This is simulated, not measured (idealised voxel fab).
process module | voxel capacitor over wiring
cross-section cut | 140 nm wide | cells 5 nm
A cross-section is a grid of square cells, given in bands from the top down. A band is one or more rows of cells.
Each band's line starts with the height of the band's top and of its bottom, in nm. Then come its materials from left to right, each with its width in nm. One material with "throughout" fills the band from edge to edge. "air" is empty space.
Height 0 is the level under which the wafer as received is all one material. The lowest band goes on downwards, as in "0 down".
A width such as "30 to 40" changes by the same amount from each row of cells to the next, from the band's top row to its bottom row.
"no change" after a step means that no cell of the cross-section changed.
closed voids: empty space of 8 cells or more with no open way to the top, each as width x height at its distance from the left edge, in nm
after a step's settings: what the simulator itself notes on the step
overlay nm, on a step with a mask: how far to the right of its planned place the mask lay; to the left if negative
plan
1 op RECEIVE | material Si
2 op CONFORMAL_DEP | material SiO2 | thk nm 15
3 op DIRECTIONAL_DEP | material TiN | thk nm 5
4 op DIRECTIONAL_DEP | material W | thk nm 20
5 op MASKED_ETCH | tone cover | mask id METAL_1 | width nm 20 | pitch nm 80 | etch materials W | depth nm 20 | overlay nm 0
6 op MASKED_ETCH | tone cover | mask id METAL_1 | width nm 20 | pitch nm 80 | etch materials TiN | depth nm 5 | overlay nm 0
7 op FILL_DEP | material lowk | thk nm 10
8 op CMP | height nm 40
9 op CONFORMAL_DEP | material SiCN | thk nm 5
10 op DIRECTIONAL_DEP | material lowk | thk nm 10
11 op PATTERN | tone open | mask id PLUG_1 | material resist | width nm 15 | thk nm 20 | overlay nm 0
12 op DIRECTIONAL_ETCH | etch materials lowk | depth nm 10
13 op DIRECTIONAL_ETCH | etch materials SiCN | depth nm 5
14 op STRIP | etch materials resist
15 op CONFORMAL_DEP | material TiN | thk nm 5
16 op FILL_DEP | material Cu | thk nm 10
17 op CMP | height nm 55
18 op DIRECTIONAL_DEP | material TiN | thk nm 10
19 op DIRECTIONAL_DEP | material Al2O3 | thk nm 5
20 op DIRECTIONAL_DEP | material TiN | thk nm 10
21 op PATTERN | tone cover | mask id UPPER_PLATE | material resist | width nm 65 | thk nm 20 | overlay nm 0
22 op DIRECTIONAL_ETCH | etch materials TiN | depth nm 10
23 op DIRECTIONAL_ETCH | etch materials Al2O3 | depth nm 5
24 op STRIP | etch materials resist
25 op PATTERN | tone cover | mask id LOWER_PLATE | material resist | width nm 75 | thk nm 20 | overlay nm 0
26 op DIRECTIONAL_ETCH | etch materials TiN | depth nm 10
27 op STRIP | etch materials resist
28 op FILL_DEP | material SiO2 | thk nm 20
29 op CMP | height nm 95
30 op MASKED_ETCH | tone open | mask id PLUG_2 | width nm 15 | etch materials SiO2 | depth nm 15 | overlay nm 0
31 op CONFORMAL_DEP | material TiN | thk nm 5
32 op FILL_DEP | material Ru | thk nm 10
33 op CMP | height nm 95
34 op CONFORMAL_DEP | material SiCN | thk nm 5
as received, after step 1
  0 down: Si throughout
  closed voids: none
a wafer at the end: this start, this plan, one mistake
  100 to 95: SiCN throughout
  95 to 85: SiO2 35 | TiN 5 | Ru 5 | TiN 5 | SiO2 90
  85 to 80: SiO2 35 | TiN 15 | SiO2 90
  80 to 70: SiO2 25 | TiN 65 | SiO2 50
  70 to 65: SiO2 25 | Al2O3 65 | SiO2 50
  65 to 55: SiO2 20 | TiN 75 | SiO2 45
  55 to 50: Cu throughout
  50 to 45: TiN 30 | Cu 5 | TiN 105
  45 to 35: lowk 25 | TiN 5 | Cu 5 | TiN 5 | lowk 100
  35 to 30: SiCN 25 | TiN 15 | SiCN 100
  30 to 20: lowk 20 | W 20 | lowk 60 | W 20 | lowk 20
  20 to 15: lowk 20 | TiN 20 | lowk 60 | TiN 20 | lowk 20
  15 to 0: SiO2 throughout
  0 down: Si throughout
  closed voids: none
what went wrong: step 8 ran as: op CMP | height nm 30
